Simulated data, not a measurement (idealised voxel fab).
process module | voxel self aligned contacts
cross-section cut | 170 nm wide | cells 5 nm
A cross-section is a grid of square cells, given in bands from the top down. A band is one or more rows of cells.
Each band's line starts with the height of the band's top and of its bottom, in nm. Then come its materials from left to right, each with its width in nm. One material with "throughout" fills the band from edge to edge. "air" is empty space.
Height 0 is the level under which the wafer as received is all one material. The lowest band goes on downwards, as in "0 down".
A width such as "30 to 40" changes by the same amount from each row of cells to the next, from the band's top row to its bottom row.
"no change" after a step means that no cell of the cross-section changed.
closed voids: empty space of 8 cells or more with no open way to the top, each as width x height at its distance from the left edge, in nm
after a step's settings: what the simulator itself notes on the step
overlay nm, on a step with a mask: how far to the right of its planned place the mask lay; to the left if negative
Each pair below shows a cross-section before one step and the cross-section after it, down to the lowest band that changed. The line under each pair gives the step between them, with its settings. The pairs can come from different runs of this module on the same starting wafer, so a pair continues from the pair above only where its "before" says so.
before
  0 down: Si throughout
  closed voids: none
after
  0 to -5: SiO2 throughout
  below -5: unchanged
  closed voids: none
the step between: op OXIDIZE | depth nm 5
before: the cross-section after the pair above
after
  30 to 0: polySi throughout
  below 0: unchanged
  closed voids: none
the step between: op DIRECTIONAL_DEP | material polySi | thk nm 30
before: the cross-section after the pair above
after
  55 to 30: SiN throughout
  below 30: unchanged
  closed voids: none
the step between: op DIRECTIONAL_DEP | material SiN | thk nm 25
before: the cross-section after the pair above
after
  70 to 55: aC throughout
  below 55: unchanged
  closed voids: none
the step between: op DIRECTIONAL_DEP | material aC | thk nm 15
before: the cross-section after the pair above
after
  105 to 70: air 30 | resist 30 | air 45 | resist 30 | air 35
  below 70: unchanged
  closed voids: none
the step between: op PATTERN | tone cover | mask id GATE | material resist | width nm 30 | pitch nm 75 | thk nm 35 | overlay nm 0
before: the cross-section after the pair above
after
  90 to 70: air 30 | resist 30 | air 45 | resist 30 | air 35
  70 to 55: air 30 | aC 30 | air 45 | aC 30 | air 35
  below 55: unchanged
  closed voids: none
the step between: op DIRECTIONAL_ETCH | etch materials aC | depth nm 15
before: the cross-section after the pair above
after
  70 to 55: air 30 | aC 30 | air 45 | aC 30 | air 35
  below 55: unchanged
  closed voids: none
the step between: op STRIP | etch materials resist
before: the cross-section after the pair above
after
  70 to 55: air 30 | aC 30 | air 45 | aC 30 | air 35
  55 to 30: air 30 | SiN 30 | air 45 | SiN 30 | air 35
  below 30: unchanged
  closed voids: none
the step between: op DIRECTIONAL_ETCH | etch materials SiN | depth nm 25
before: the cross-section after the pair above
after
  70 to 55: air 30 | aC 30 | air 45 | aC 30 | air 35
  55 to 30: air 30 | SiN 30 | air 45 | SiN 30 | air 35
  30 to 0: air 30 | polySi 30 | air 45 | polySi 30 | air 35
  below 0: unchanged
  closed voids: none
the step between: op DIRECTIONAL_ETCH | etch materials polySi | depth nm 30
before: the cross-section after the pair above
after
  55 to 30: air 30 | SiN 30 | air 45 | SiN 30 | air 35
  below 30: unchanged
  closed voids: none
the step between: op STRIP | etch materials aC
before: the cross-section after the pair above
after
  65 to 30: air 20 | SiN 50 | air 25 | SiN 50 | air 25
  30 to 10: air 20 | SiN 10 | polySi 30 | SiN 10 | air 25 | SiN 10 | polySi 30 | SiN 10 | air 25
  10 to 0: SiN 30 | polySi 30 | SiN 45 | polySi 30 | SiN 35
  below 0: unchanged
  closed voids: none
the step between: op CONFORMAL_DEP | material SiN | thk nm 10
before: the cross-section after the pair above
after
  55 to 30: air 20 | SiN 50 | air 25 | SiN 50 | air 25
  30 to 0: air 20 | SiN 10 | polySi 30 | SiN 10 | air 25 | SiN 10 | polySi 30 | SiN 10 | air 25
  below 0: unchanged
  closed voids: none
the step between: op DIRECTIONAL_ETCH | etch materials SiN | depth nm 10
before: the cross-section after the pair above
after
  70 to 55: SiO2 throughout
  55 to 30: SiO2 20 | SiN 50 | SiO2 25 | SiN 50 | SiO2 25
  30 to 0: SiO2 20 | SiN 10 | polySi 30 | SiN 10 | SiO2 25 | SiN 10 | polySi 30 | SiN 10 | SiO2 25
  below 0: unchanged
  closed voids: none
the step between: op FILL_DEP | material SiO2 | thk nm 15
before: the cross-section after the pair above
after
  60 to 55: SiO2 throughout
  below 55: unchanged
  closed voids: none
the step between: op CMP | height nm 60
before: the cross-section after the pair above
after
  60 to 55: SiO2 55 | air 55 | SiO2 60
  55 to 30: SiO2 20 | SiN 50 | air 25 | SiN 50 | SiO2 25
  30 to 0: SiO2 20 | SiN 10 | polySi 30 | SiN 10 | air 25 | SiN 10 | polySi 30 | SiN 10 | SiO2 25
  0 to -5: SiO2 70 | air 25 | SiO2 75
  below -5: unchanged
  closed voids: none
the step between: op MASKED_ETCH | tone open | mask id CONTACT | width nm 55 | etch materials SiO2 | depth nm 65 | overlay nm 0
before: the cross-section after the pair above
after
  65 to 60: TiN 60 | air 45 | TiN 65
  60 to 55: SiO2 55 | TiN 20 | air 15 | TiN 20 | SiO2 60
  55 to 30: SiO2 20 | SiN 50 | TiN 5 | air 15 | TiN 5 | SiN 50 | SiO2 25
  30 to 0: SiO2 20 | SiN 10 | polySi 30 | SiN 10 | TiN 5 | air 15 | TiN 5 | SiN 10 | polySi 30 | SiN 10 | SiO2 25
  0 to -5: SiO2 70 | TiN 25 | SiO2 75
  below -5: unchanged
  closed voids: none
the step between: op CONFORMAL_DEP | material TiN | thk nm 5
before: the cross-section after the pair above
after
  70 to 65: W throughout
  65 to 60: TiN 60 | W 45 | TiN 65
  60 to 55: SiO2 55 | TiN 20 | W 15 | TiN 20 | SiO2 60
  55 to 30: SiO2 20 | SiN 50 | TiN 5 | W 15 | TiN 5 | SiN 50 | SiO2 25
  30 to 0: SiO2 20 | SiN 10 | polySi 30 | SiN 10 | TiN 5 | W 15 | TiN 5 | SiN 10 | polySi 30 | SiN 10 | SiO2 25
  below 0: unchanged
  closed voids: none
the step between: op FILL_DEP | material W | thk nm 5
before: the cross-section after the pair above
after
  60 to 55: SiO2 55 | TiN 20 | W 15 | TiN 20 | SiO2 60
  below 55: unchanged
  closed voids: none
the step between: op CMP | height nm 60
before: the cross-section after the pair above
after
  65 to 60: SiN throughout
  below 60: unchanged
  closed voids: none
the step between: op CONFORMAL_DEP | material SiN | thk nm 5
before
  0 down: Si throughout
  closed voids: none
after
  30 to 0: polySi throughout
  below 0: unchanged
  closed voids: none
the step between: op DIRECTIONAL_DEP | material polySi | thk nm 30
before: the cross-section after the pair above
after
  55 to 30: SiN throughout
  below 30: unchanged
  closed voids: none
the step between: op DIRECTIONAL_DEP | material SiN | thk nm 25
before: the cross-section after the pair above
after
  70 to 55: aC throughout
  below 55: unchanged
  closed voids: none
the step between: op DIRECTIONAL_DEP | material aC | thk nm 15
before: the cross-section after the pair above
after
  105 to 70: air 30 | resist 30 | air 45 | resist 30 | air 35
  below 70: unchanged
  closed voids: none
the step between: op PATTERN | tone cover | mask id GATE | material resist | width nm 30 | pitch nm 75 | thk nm 35 | overlay nm 0
before: the cross-section after the pair above
after
  90 to 70: air 30 | resist 30 | air 45 | resist 30 | air 35
  70 to 55: air 30 | aC 30 | air 45 | aC 30 | air 35
  below 55: unchanged
  closed voids: none
the step between: op DIRECTIONAL_ETCH | etch materials aC | depth nm 15
before: the cross-section after the pair above
after
  70 to 55: air 30 | aC 30 | air 45 | aC 30 | air 35
  below 55: unchanged
  closed voids: none
the step between: op STRIP | etch materials resist
before: the cross-section after the pair above
after
  70 to 55: air 30 | aC 30 | air 45 | aC 30 | air 35
  55 to 30: air 30 | SiN 30 | air 45 | SiN 30 | air 35
  below 30: unchanged
  closed voids: none
the step between: op DIRECTIONAL_ETCH | etch materials SiN | depth nm 25
before: the cross-section after the pair above
after
  70 to 55: air 30 | aC 30 | air 45 | aC 30 | air 35
  55 to 30: air 30 | SiN 30 | air 45 | SiN 30 | air 35
  30 to 0: air 30 | polySi 30 | air 45 | polySi 30 | air 35
  below 0: unchanged
  closed voids: none
the step between: op DIRECTIONAL_ETCH | etch materials polySi | depth nm 30
before: the cross-section after the pair above
after
  55 to 30: air 30 | SiN 30 | air 45 | SiN 30 | air 35
  below 30: unchanged
  closed voids: none
the step between: op STRIP | etch materials aC
before: the cross-section after the pair above
after
  65 to 30: air 20 | SiN 50 | air 25 | SiN 50 | air 25
  30 to 10: air 20 | SiN 10 | polySi 30 | SiN 10 | air 25 | SiN 10 | polySi 30 | SiN 10 | air 25
  10 to 0: SiN 30 | polySi 30 | SiN 45 | polySi 30 | SiN 35
  below 0: unchanged
  closed voids: none
the step between: op CONFORMAL_DEP | material SiN | thk nm 10
before: the cross-section after the pair above
after
  55 to 30: air 20 | SiN 50 | air 25 | SiN 50 | air 25
  30 to 0: air 20 | SiN 10 | polySi 30 | SiN 10 | air 25 | SiN 10 | polySi 30 | SiN 10 | air 25
  below 0: unchanged
  closed voids: none
the step between: op DIRECTIONAL_ETCH | etch materials SiN | depth nm 10
before: the cross-section after the pair above
after
  70 to 55: SiO2 throughout
  55 to 30: SiO2 20 | SiN 50 | SiO2 25 | SiN 50 | SiO2 25
  30 to 0: SiO2 20 | SiN 10 | polySi 30 | SiN 10 | SiO2 25 | SiN 10 | polySi 30 | SiN 10 | SiO2 25
  below 0: unchanged
  closed voids: none
the step between: op FILL_DEP | material SiO2 | thk nm 15
before: the cross-section after the pair above
after
  60 to 55: SiO2 throughout
  below 55: unchanged
  closed voids: none
the step between: op CMP | height nm 60
before: the cross-section after the pair above
after
  60 to 55: SiO2 55 | air 55 | SiO2 60
  55 to 30: SiO2 20 | SiN 50 | air 25 | SiN 50 | SiO2 25
  30 to 0: SiO2 20 | SiN 10 | polySi 30 | SiN 10 | air 25 | SiN 10 | polySi 30 | SiN 10 | SiO2 25
  below 0: unchanged
  closed voids: none
the step between: op MASKED_ETCH | tone open | mask id CONTACT | width nm 55 | etch materials SiO2 | depth nm 65 | overlay nm 0
before: the cross-section after the pair above
after
  65 to 60: TiN 60 | air 45 | TiN 65
  60 to 55: SiO2 55 | TiN 20 | air 15 | TiN 20 | SiO2 60
  55 to 30: SiO2 20 | SiN 50 | TiN 5 | air 15 | TiN 5 | SiN 50 | SiO2 25
  30 to 5: SiO2 20 | SiN 10 | polySi 30 | SiN 10 | TiN 5 | air 15 | TiN 5 | SiN 10 | polySi 30 | SiN 10 | SiO2 25
  5 to 0: SiO2 20 | SiN 10 | polySi 30 | SiN 10 | TiN 25 | SiN 10 | polySi 30 | SiN 10 | SiO2 25
  below 0: unchanged
  closed voids: none
the step between: op CONFORMAL_DEP | material TiN | thk nm 5
before: the cross-section after the pair above
after
  70 to 65: W throughout
  65 to 60: TiN 60 | W 45 | TiN 65
  60 to 55: SiO2 55 | TiN 20 | W 15 | TiN 20 | SiO2 60
  55 to 30: SiO2 20 | SiN 50 | TiN 5 | W 15 | TiN 5 | SiN 50 | SiO2 25
  30 to 5: SiO2 20 | SiN 10 | polySi 30 | SiN 10 | TiN 5 | W 15 | TiN 5 | SiN 10 | polySi 30 | SiN 10 | SiO2 25
  below 5: unchanged
  closed voids: none
the step between: op FILL_DEP | material W | thk nm 5
before: the cross-section after the pair above
after
  60 to 55: SiO2 55 | TiN 20 | W 15 | TiN 20 | SiO2 60
  below 55: unchanged
  closed voids: none
the step between: op CMP | height nm 60
before: the cross-section after the pair above
after
  65 to 60: SiN throughout
  below 60: unchanged
  closed voids: none
the step between: op CONFORMAL_DEP | material SiN | thk nm 5
before
  55 to 30: SiN throughout
  30 to 0: polySi throughout
  0 to -5: SiO2 throughout
  -5 down: Si throughout
  closed voids: none
after
  80 to 30: SiN throughout
  below 30: unchanged
  closed voids: none
the step between: op DIRECTIONAL_DEP | material SiN | thk nm 25
before: the cross-section after the pair above
after
  95 to 80: aC throughout
  below 80: unchanged
  closed voids: none
the step between: op DIRECTIONAL_DEP | material aC | thk nm 15
before: the cross-section after the pair above
after
  130 to 95: air 30 | resist 30 | air 45 | resist 30 | air 35
  below 95: unchanged
  closed voids: none
the step between: op PATTERN | tone cover | mask id GATE | material resist | width nm 30 | pitch nm 75 | thk nm 35 | overlay nm 0
before: the cross-section after the pair above
after
  115 to 95: air 30 | resist 30 | air 45 | resist 30 | air 35
  95 to 80: air 30 | aC 30 | air 45 | aC 30 | air 35
  below 80: unchanged
  closed voids: none
the step between: op DIRECTIONAL_ETCH | etch materials aC | depth nm 15
before: the cross-section after the pair above
after
  95 to 80: air 30 | aC 30 | air 45 | aC 30 | air 35
  below 80: unchanged
  closed voids: none
the step between: op STRIP | etch materials resist
before: the cross-section after the pair above
after
  95 to 80: air 30 | aC 30 | air 45 | aC 30 | air 35
  80 to 55: air 30 | SiN 30 | air 45 | SiN 30 | air 35
  below 55: unchanged
  closed voids: none
the step between: op DIRECTIONAL_ETCH | etch materials SiN | depth nm 25
before: the cross-section after the pair above
after
  80 to 55: air 30 | SiN 30 | air 45 | SiN 30 | air 35
  below 55: unchanged
  closed voids: none
the step between: op STRIP | etch materials aC
before: the cross-section after the pair above
after
  90 to 65: air 20 | SiN 50 | air 25 | SiN 50 | air 25
  65 to 30: SiN throughout
  below 30: unchanged
  closed voids: none
the step between: op CONFORMAL_DEP | material SiN | thk nm 10
before: the cross-section after the pair above
after
  80 to 55: air 20 | SiN 50 | air 25 | SiN 50 | air 25
  below 55: unchanged
  closed voids: none
the step between: op DIRECTIONAL_ETCH | etch materials SiN | depth nm 10
before: the cross-section after the pair above
after
  95 to 80: SiO2 throughout
  80 to 55: SiO2 20 | SiN 50 | SiO2 25 | SiN 50 | SiO2 25
  below 55: unchanged
  closed voids: none
the step between: op FILL_DEP | material SiO2 | thk nm 15
before: the cross-section after the pair above
after
  60 to 55: SiO2 20 | SiN 50 | SiO2 25 | SiN 50 | SiO2 25
  below 55: unchanged
  closed voids: none
the step between: op CMP | height nm 60
before: the cross-section after the pair above
after
  60 to 55: SiO2 20 | SiN 50 | air 25 | SiN 50 | SiO2 25
  below 55: unchanged
  closed voids: none
the step between: op MASKED_ETCH | tone open | mask id CONTACT | width nm 55 | etch materials SiO2 | depth nm 65 | overlay nm 0
before: the cross-section after the pair above
after
  65 to 60: TiN 75 | air 15 | TiN 80
  60 to 55: SiO2 20 | SiN 50 | TiN 25 | SiN 50 | SiO2 25
  below 55: unchanged
  closed voids: none
the step between: op CONFORMAL_DEP | material TiN | thk nm 5
before: the cross-section after the pair above
after
  70 to 65: W throughout
  65 to 60: TiN 75 | W 15 | TiN 80
  below 60: unchanged
  closed voids: none
the step between: op FILL_DEP | material W | thk nm 5
before: the cross-section after the pair above
after
  60 to 55: SiO2 20 | SiN 50 | TiN 25 | SiN 50 | SiO2 25
  below 55: unchanged
  closed voids: none
the step between: op CMP | height nm 60
before: the cross-section after the pair above
after
  65 to 60: SiN throughout
  below 60: unchanged
  closed voids: none
the step between: op CONFORMAL_DEP | material SiN | thk nm 5
before
  0 to -5: SiO2 throughout
  -5 down: Si throughout
  closed voids: none
after
  25 to 0: SiN throughout
  below 0: unchanged
  closed voids: none
the step between: op DIRECTIONAL_DEP | material SiN | thk nm 25
before: the cross-section after the pair above
after
  55 to 25: polySi throughout
  below 25: unchanged
  closed voids: none
the step between: op DIRECTIONAL_DEP | material polySi | thk nm 30
before: the cross-section after the pair above
after
  70 to 55: aC throughout
  below 55: unchanged
  closed voids: none
the step between: op DIRECTIONAL_DEP | material aC | thk nm 15
before: the cross-section after the pair above
after
  105 to 70: air 30 | resist 30 | air 45 | resist 30 | air 35
  below 70: unchanged
  closed voids: none
the step between: op PATTERN | tone cover | mask id GATE | material resist | width nm 30 | pitch nm 75 | thk nm 35 | overlay nm 0
before: the cross-section after the pair above
after
  90 to 70: air 30 | resist 30 | air 45 | resist 30 | air 35
  70 to 55: air 30 | aC 30 | air 45 | aC 30 | air 35
  below 55: unchanged
  closed voids: none
the step between: op DIRECTIONAL_ETCH | etch materials aC | depth nm 15
before: the cross-section after the pair above
after
  70 to 55: air 30 | aC 30 | air 45 | aC 30 | air 35
  below 55: unchanged
  closed voids: none
the step between: op STRIP | etch materials resist
before: the cross-section after the pair above
after
  70 to 55: air 30 | aC 30 | air 45 | aC 30 | air 35
  55 to 25: air 30 | polySi 30 | air 45 | polySi 30 | air 35
  below 25: unchanged
  closed voids: none
the step between: op DIRECTIONAL_ETCH | etch materials polySi | depth nm 30
before: the cross-section after the pair above
after
  55 to 25: air 30 | polySi 30 | air 45 | polySi 30 | air 35
  below 25: unchanged
  closed voids: none
the step between: op STRIP | etch materials aC
before: the cross-section after the pair above
after
  65 to 55: air 20 | SiN 50 | air 25 | SiN 50 | air 25
  55 to 35: air 20 | SiN 10 | polySi 30 | SiN 10 | air 25 | SiN 10 | polySi 30 | SiN 10 | air 25
  35 to 25: SiN 30 | polySi 30 | SiN 45 | polySi 30 | SiN 35
  below 25: unchanged
  closed voids: none
the step between: op CONFORMAL_DEP | material SiN | thk nm 10
before: the cross-section after the pair above
after
  55 to 25: air 20 | SiN 10 | polySi 30 | SiN 10 | air 25 | SiN 10 | polySi 30 | SiN 10 | air 25
  below 25: unchanged
  closed voids: none
the step between: op DIRECTIONAL_ETCH | etch materials SiN | depth nm 10
before: the cross-section after the pair above
after
  70 to 55: SiO2 throughout
  55 to 25: SiO2 20 | SiN 10 | polySi 30 | SiN 10 | SiO2 25 | SiN 10 | polySi 30 | SiN 10 | SiO2 25
  below 25: unchanged
  closed voids: none
the step between: op FILL_DEP | material SiO2 | thk nm 15
before: the cross-section after the pair above
after
  60 to 55: SiO2 throughout
  below 55: unchanged
  closed voids: none
the step between: op CMP | height nm 60
before: the cross-section after the pair above
after
  60 to 55: SiO2 55 | air 55 | SiO2 60
  55 to 25: SiO2 20 | SiN 10 | polySi 30 | SiN 10 | air 25 | SiN 10 | polySi 30 | SiN 10 | SiO2 25
  below 25: unchanged
  closed voids: none
the step between: op MASKED_ETCH | tone open | mask id CONTACT | width nm 55 | etch materials SiO2 | depth nm 65 | overlay nm 0
before: the cross-section after the pair above
after
  65 to 60: TiN 60 | air 45 | TiN 65
  60 to 55: SiO2 55 | TiN 20 | air 15 | TiN 20 | SiO2 60
  55 to 30: SiO2 20 | SiN 10 | polySi 30 | SiN 10 | TiN 5 | air 15 | TiN 5 | SiN 10 | polySi 30 | SiN 10 | SiO2 25
  30 to 25: SiO2 20 | SiN 10 | polySi 30 | SiN 10 | TiN 25 | SiN 10 | polySi 30 | SiN 10 | SiO2 25
  below 25: unchanged
  closed voids: none
the step between: op CONFORMAL_DEP | material TiN | thk nm 5
before: the cross-section after the pair above
after
  70 to 65: W throughout
  65 to 60: TiN 60 | W 45 | TiN 65
  60 to 55: SiO2 55 | TiN 20 | W 15 | TiN 20 | SiO2 60
  55 to 30: SiO2 20 | SiN 10 | polySi 30 | SiN 10 | TiN 5 | W 15 | TiN 5 | SiN 10 | polySi 30 | SiN 10 | SiO2 25
  below 30: unchanged
  closed voids: none
the step between: op FILL_DEP | material W | thk nm 5
before: the cross-section after the pair above
after
  60 to 55: SiO2 55 | TiN 20 | W 15 | TiN 20 | SiO2 60
  below 55: unchanged
  closed voids: none
the step between: op CMP | height nm 60
before: the cross-section after the pair above
after
  65 to 60: SiN throughout
  below 60: unchanged
  closed voids: none
the step between: op CONFORMAL_DEP | material SiN | thk nm 5
before
  0 to -5: SiO2 throughout
  -5 down: Si throughout
  closed voids: none
after
  20 to 0: polySi throughout
  below 0: unchanged
  closed voids: none
the step between: op DIRECTIONAL_DEP | material polySi | thk nm 20
before: the cross-section after the pair above
after
  45 to 20: SiN throughout
  below 20: unchanged
  closed voids: none
the step between: op DIRECTIONAL_DEP | material SiN | thk nm 25
before: the cross-section after the pair above
after
  60 to 45: aC throughout
  below 45: unchanged
  closed voids: none
the step between: op DIRECTIONAL_DEP | material aC | thk nm 15
before: the cross-section after the pair above
after
  95 to 60: air 30 | resist 30 | air 45 | resist 30 | air 35
  below 60: unchanged
  closed voids: none
the step between: op PATTERN | tone cover | mask id GATE | material resist | width nm 30 | pitch nm 75 | thk nm 35 | overlay nm 0
before: the cross-section after the pair above
after
  80 to 60: air 30 | resist 30 | air 45 | resist 30 | air 35
  60 to 45: air 30 | aC 30 | air 45 | aC 30 | air 35
  below 45: unchanged
  closed voids: none
the step between: op DIRECTIONAL_ETCH | etch materials aC | depth nm 15
before: the cross-section after the pair above
after
  60 to 45: air 30 | aC 30 | air 45 | aC 30 | air 35
  below 45: unchanged
  closed voids: none
the step between: op STRIP | etch materials resist
before: the cross-section after the pair above
after
  60 to 45: air 30 | aC 30 | air 45 | aC 30 | air 35
  45 to 20: air 30 | SiN 30 | air 45 | SiN 30 | air 35
  below 20: unchanged
  closed voids: none
the step between: op DIRECTIONAL_ETCH | etch materials SiN | depth nm 25
before: the cross-section after the pair above
after
  60 to 45: air 30 | aC 30 | air 45 | aC 30 | air 35
  45 to 20: air 30 | SiN 30 | air 45 | SiN 30 | air 35
  20 to 0: air 30 | polySi 30 | air 45 | polySi 30 | air 35
  below 0: unchanged
  closed voids: none
the step between: op DIRECTIONAL_ETCH | etch materials polySi | depth nm 30
before: the cross-section after the pair above
after
  45 to 20: air 30 | SiN 30 | air 45 | SiN 30 | air 35
  below 20: unchanged
  closed voids: none
the step between: op STRIP | etch materials aC
before: the cross-section after the pair above
after
  55 to 20: air 20 | SiN 50 | air 25 | SiN 50 | air 25
  20 to 10: air 20 | SiN 10 | polySi 30 | SiN 10 | air 25 | SiN 10 | polySi 30 | SiN 10 | air 25
  10 to 0: SiN 30 | polySi 30 | SiN 45 | polySi 30 | SiN 35
  below 0: unchanged
  closed voids: none
the step between: op CONFORMAL_DEP | material SiN | thk nm 10
before: the cross-section after the pair above
after
  45 to 20: air 20 | SiN 50 | air 25 | SiN 50 | air 25
  20 to 0: air 20 | SiN 10 | polySi 30 | SiN 10 | air 25 | SiN 10 | polySi 30 | SiN 10 | air 25
  below 0: unchanged
  closed voids: none
the step between: op DIRECTIONAL_ETCH | etch materials SiN | depth nm 10
before: the cross-section after the pair above
after
  60 to 45: SiO2 throughout
  45 to 20: SiO2 20 | SiN 50 | SiO2 25 | SiN 50 | SiO2 25
  20 to 0: SiO2 20 | SiN 10 | polySi 30 | SiN 10 | SiO2 25 | SiN 10 | polySi 30 | SiN 10 | SiO2 25
  below 0: unchanged
  closed voids: none
the step between: op FILL_DEP | material SiO2 | thk nm 15
before: the cross-section after the pair above
after
  60 to 45: SiO2 55 | air 55 | SiO2 60
  45 to 20: SiO2 20 | SiN 50 | air 25 | SiN 50 | SiO2 25
  20 to 0: SiO2 20 | SiN 10 | polySi 30 | SiN 10 | air 25 | SiN 10 | polySi 30 | SiN 10 | SiO2 25
  0 to -5: SiO2 70 | air 25 | SiO2 75
  below -5: unchanged
  closed voids: none
the step between: op MASKED_ETCH | tone open | mask id CONTACT | width nm 55 | etch materials SiO2 | depth nm 65 | overlay nm 0
before: the cross-section after the pair above
after
  65 to 60: TiN 60 | air 45 | TiN 65
  60 to 50: SiO2 55 | TiN 5 | air 45 | TiN 5 | SiO2 60
  50 to 45: SiO2 55 | TiN 20 | air 15 | TiN 20 | SiO2 60
  45 to 20: SiO2 20 | SiN 50 | TiN 5 | air 15 | TiN 5 | SiN 50 | SiO2 25
  20 to 0: SiO2 20 | SiN 10 | polySi 30 | SiN 10 | TiN 5 | air 15 | TiN 5 | SiN 10 | polySi 30 | SiN 10 | SiO2 25
  0 to -5: SiO2 70 | TiN 25 | SiO2 75
  below -5: unchanged
  closed voids: none
the step between: op CONFORMAL_DEP | material TiN | thk nm 5
before: the cross-section after the pair above
after
  70 to 65: W throughout
  65 to 60: TiN 60 | W 45 | TiN 65
  60 to 50: SiO2 55 | TiN 5 | W 45 | TiN 5 | SiO2 60
  50 to 45: SiO2 55 | TiN 20 | W 15 | TiN 20 | SiO2 60
  45 to 20: SiO2 20 | SiN 50 | TiN 5 | W 15 | TiN 5 | SiN 50 | SiO2 25
  20 to 0: SiO2 20 | SiN 10 | polySi 30 | SiN 10 | TiN 5 | W 15 | TiN 5 | SiN 10 | polySi 30 | SiN 10 | SiO2 25
  below 0: unchanged
  closed voids: none
the step between: op FILL_DEP | material W | thk nm 5
before: the cross-section after the pair above
after
  60 to 50: SiO2 55 | TiN 5 | W 45 | TiN 5 | SiO2 60
  below 50: unchanged
  closed voids: none
the step between: op CMP | height nm 60
before: the cross-section after the pair above
after
  65 to 60: SiN throughout
  below 60: unchanged
  closed voids: none
the step between: op CONFORMAL_DEP | material SiN | thk nm 5
before
  60 to 55: SiO2 throughout
  55 to 30: SiO2 20 | SiN 50 | SiO2 25 | SiN 50 | SiO2 25
  30 to 0: SiO2 20 | SiN 10 | polySi 30 | SiN 10 | SiO2 25 | SiN 10 | polySi 30 | SiN 10 | SiO2 25
  0 to -5: SiO2 throughout
  -5 down: Si throughout
  closed voids: none
after
  60 to 55: SiO2 60 | air 50 | SiO2 60
  55 to 30: SiO2 20 | SiN 50 | air 25 | SiN 50 | SiO2 25
  30 to 0: SiO2 20 | SiN 10 | polySi 30 | SiN 10 | air 25 | SiN 10 | polySi 30 | SiN 10 | SiO2 25
  0 to -5: SiO2 70 | air 25 | SiO2 75
  below -5: unchanged
  closed voids: none
the step between: op MASKED_ETCH | tone open | mask id CONTACT | width nm 50 | etch materials SiO2 | depth nm 65 | overlay nm 0
before: the cross-section after the pair above
after
  65 to 60: TiN 65 | air 40 | TiN 65
  60 to 55: SiO2 60 | TiN 15 | air 15 | TiN 20 | SiO2 60
  55 to 30: SiO2 20 | SiN 50 | TiN 5 | air 15 | TiN 5 | SiN 50 | SiO2 25
  30 to 0: SiO2 20 | SiN 10 | polySi 30 | SiN 10 | TiN 5 | air 15 | TiN 5 | SiN 10 | polySi 30 | SiN 10 | SiO2 25
  0 to -5: SiO2 70 | TiN 25 | SiO2 75
  below -5: unchanged
  closed voids: none
the step between: op CONFORMAL_DEP | material TiN | thk nm 5
before: the cross-section after the pair above
after
  70 to 65: W throughout
  65 to 60: TiN 65 | W 40 | TiN 65
  60 to 55: SiO2 60 | TiN 15 | W 15 | TiN 20 | SiO2 60
  55 to 30: SiO2 20 | SiN 50 | TiN 5 | W 15 | TiN 5 | SiN 50 | SiO2 25
  30 to 0: SiO2 20 | SiN 10 | polySi 30 | SiN 10 | TiN 5 | W 15 | TiN 5 | SiN 10 | polySi 30 | SiN 10 | SiO2 25
  below 0: unchanged
  closed voids: none
the step between: op FILL_DEP | material W | thk nm 5
before: the cross-section after the pair above
after
  60 to 55: SiO2 60 | TiN 15 | W 15 | TiN 20 | SiO2 60
  below 55: unchanged
  closed voids: none
the step between: op CMP | height nm 60
before: the cross-section after the pair above
after
  65 to 60: SiN throughout
  below 60: unchanged
  closed voids: none
the step between: op CONFORMAL_DEP | material SiN | thk nm 5
before
  60 to 55: SiO2 throughout
  55 to 30: SiO2 20 | SiN 50 | SiO2 25 | SiN 50 | SiO2 25
  30 to 0: SiO2 20 | SiN 10 | polySi 30 | SiN 10 | SiO2 25 | SiN 10 | polySi 30 | SiN 10 | SiO2 25
  0 to -5: SiO2 throughout
  -5 down: Si throughout
  closed voids: none
after
  60 to 55: SiO2 60 | air 55 | SiO2 55
  55 to 30: SiO2 20 | SiN 50 | air 25 | SiN 50 | SiO2 25
  30 to 0: SiO2 20 | SiN 10 | polySi 30 | SiN 10 | air 25 | SiN 10 | polySi 30 | SiN 10 | SiO2 25
  0 to -5: SiO2 70 | air 25 | SiO2 75
  below -5: unchanged
  closed voids: none
the step between: op MASKED_ETCH | tone open | mask id CONTACT | width nm 55 | etch materials SiO2 | depth nm 65 | overlay nm 5
before: the cross-section after the pair above
after
  65 to 60: TiN 65 | air 45 | TiN 60
  60 to 55: SiO2 60 | TiN 15 | air 15 | TiN 25 | SiO2 55
  55 to 30: SiO2 20 | SiN 50 | TiN 5 | air 15 | TiN 5 | SiN 50 | SiO2 25
  30 to 0: SiO2 20 | SiN 10 | polySi 30 | SiN 10 | TiN 5 | air 15 | TiN 5 | SiN 10 | polySi 30 | SiN 10 | SiO2 25
  0 to -5: SiO2 70 | TiN 25 | SiO2 75
  below -5: unchanged
  closed voids: none
the step between: op CONFORMAL_DEP | material TiN | thk nm 5
before: the cross-section after the pair above
after
  70 to 65: W throughout
  65 to 60: TiN 65 | W 45 | TiN 60
  60 to 55: SiO2 60 | TiN 15 | W 15 | TiN 25 | SiO2 55
  55 to 30: SiO2 20 | SiN 50 | TiN 5 | W 15 | TiN 5 | SiN 50 | SiO2 25
  30 to 0: SiO2 20 | SiN 10 | polySi 30 | SiN 10 | TiN 5 | W 15 | TiN 5 | SiN 10 | polySi 30 | SiN 10 | SiO2 25
  below 0: unchanged
  closed voids: none
the step between: op FILL_DEP | material W | thk nm 5
before: the cross-section after the pair above
after
  60 to 55: SiO2 60 | TiN 15 | W 15 | TiN 25 | SiO2 55
  below 55: unchanged
  closed voids: none
the step between: op CMP | height nm 60
before: the cross-section after the pair above
after
  65 to 60: SiN throughout
  below 60: unchanged
  closed voids: none
the step between: op CONFORMAL_DEP | material SiN | thk nm 5
before
  55 to 30: SiN throughout
  30 to 0: polySi throughout
  0 to -5: SiO2 throughout
  -5 down: Si throughout
  closed voids: none
after
  70 to 55: W throughout
  below 55: unchanged
  closed voids: none
the step between: op DIRECTIONAL_DEP | material W | thk nm 15
before: the cross-section after the pair above
after
  105 to 70: air 30 | resist 30 | air 45 | resist 30 | air 35
  below 70: unchanged
  closed voids: none
the step between: op PATTERN | tone cover | mask id GATE | material resist | width nm 30 | pitch nm 75 | thk nm 35 | overlay nm 0
before: the cross-section after the pair above
after
  90 to 70: air 30 | resist 30 | air 45 | resist 30 | air 35
  below 70: unchanged
  closed voids: none
the step between: op DIRECTIONAL_ETCH | etch materials aC | depth nm 15
before: the cross-section after the pair above
after
  70 to 55: W throughout
  below 55: unchanged
  closed voids: none
the step between: op STRIP | etch materials resist
before: the cross-section after the pair above
after
  80 to 70: SiN throughout
  below 70: unchanged
  closed voids: none
the step between: op CONFORMAL_DEP | material SiN | thk nm 10
before: the cross-section after the pair above
after
  70 to 55: W throughout
  below 55: unchanged
  closed voids: none
the step between: op DIRECTIONAL_ETCH | etch materials SiN | depth nm 10
before: the cross-section after the pair above
after
  85 to 70: SiO2 throughout
  below 70: unchanged
  closed voids: none
the step between: op FILL_DEP | material SiO2 | thk nm 15
before: the cross-section after the pair above
after
  60 to 55: W throughout
  below 55: unchanged
  closed voids: none
the step between: op CMP | height nm 60
